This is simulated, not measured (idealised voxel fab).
process module | voxel wiring stack
cross-section cut | 190 nm wide | cells 5 nm
A cross-section is a grid of square cells, given in bands from the top down. A band is one or more rows of cells.
Each band's line starts with the height of the band's top and of its bottom, in nm. Then come its materials from left to right, each with its width in nm. One material with "throughout" fills the band from edge to edge. "air" is empty space.
Height 0 is the level under which the wafer as received is all one material. The lowest band goes on downwards, as in "0 down".
A width such as "30 to 40" changes by the same amount from each row of cells to the next, from the band's top row to its bottom row.
"no change" after a step means that no cell of the cross-section changed.
closed voids: empty space of 8 cells or more with no open way to the top, each as width x height at its distance from the left edge, in nm
after a step's settings: what the simulator itself notes on the step
overlay nm, on a step with a mask: how far to the right of its planned place the mask lay; to the left if negative
plan
1 op RECEIVE | material Si
2 op CONFORMAL_DEP | material SiO2 | thk nm 10
3 op CONFORMAL_DEP | material SiCN | thk nm 5
4 op DIRECTIONAL_DEP | material lowk | thk nm 25
5 op DIRECTIONAL_DEP | material aC | thk nm 15
6 op PATTERN | tone open | mask id METAL_1 | material resist | width nm 20 | pitch nm 40 | thk nm 35 | overlay nm 0
7 op DIRECTIONAL_ETCH | etch materials aC | depth nm 15
8 op STRIP | etch materials resist
9 op DIRECTIONAL_ETCH | etch materials lowk | depth nm 25
10 op DIRECTIONAL_ETCH | etch materials SiCN | depth nm 5
11 op STRIP | etch materials aC
12 op CONFORMAL_DEP | material TiN | thk nm 5
13 op FILL_DEP | material Ru | thk nm 5
14 op CMP | height nm 40
15 op CONFORMAL_DEP | material SiCN | thk nm 5
16 op DIRECTIONAL_DEP | material lowk | thk nm 15
17 op DIRECTIONAL_DEP | material aC | thk nm 15
18 op PATTERN | tone open | mask id PLUG_1 | material resist | width nm 15 | pitch nm 40 | thk nm 35 | overlay nm 0
19 op DIRECTIONAL_ETCH | etch materials aC | depth nm 15
20 op STRIP | etch materials resist
21 op DIRECTIONAL_ETCH | etch materials lowk | depth nm 15
22 op DIRECTIONAL_ETCH | etch materials SiCN | depth nm 5
23 op STRIP | etch materials aC
24 op EPI | material Ru | thk nm 10
25 op EPI | material Ru | thk nm 10
26 op CONFORMAL_DEP | material SiN | thk nm 5
27 op DIRECTIONAL_DEP | material SiO2 | thk nm 15
28 op MASKED_ETCH | tone open | mask id METAL_2 | width nm 20 | pitch nm 40 | etch materials SiO2 | depth nm 15 | overlay nm -10
29 op MASKED_ETCH | tone open | mask id METAL_2 | width nm 20 | pitch nm 40 | etch materials SiN | depth nm 5 | overlay nm 0
30 op CONFORMAL_DEP | material TiN | thk nm 5
31 op FILL_DEP | material W | thk nm 10
32 op CMP | height nm 80
33 op CONFORMAL_DEP | material SiN | thk nm 5
varied across the wafers: overlay nm of step 28. The plan shows the first wafer's value. All wafers start alike
first wafer as received, after step 1
  0 down: Si throughout
  closed voids: none
each wafer at the end: cells of each material gained (+) or lost (-) since it was received, then its closed voids
overlay nm -10 | +88 Ru | +48 SiCN | +68 SiN | +142 SiO2 | +96 TiN | +16 W | +188 lowk | closed voids: none
overlay nm -5 | +88 Ru | +48 SiCN | +64 SiN | +142 SiO2 | +96 TiN | +20 W | +188 lowk | closed voids: none
overlay nm 0 | +88 Ru | +48 SiCN | +60 SiN | +142 SiO2 | +96 TiN | +24 W | +188 lowk | closed voids: none
overlay nm 5 | +88 Ru | +48 SiCN | +64 SiN | +142 SiO2 | +96 TiN | +20 W | +188 lowk | closed voids: none
overlay nm 10 | +88 Ru | +48 SiCN | +68 SiN | +142 SiO2 | +96 TiN | +16 W | +188 lowk | closed voids: none
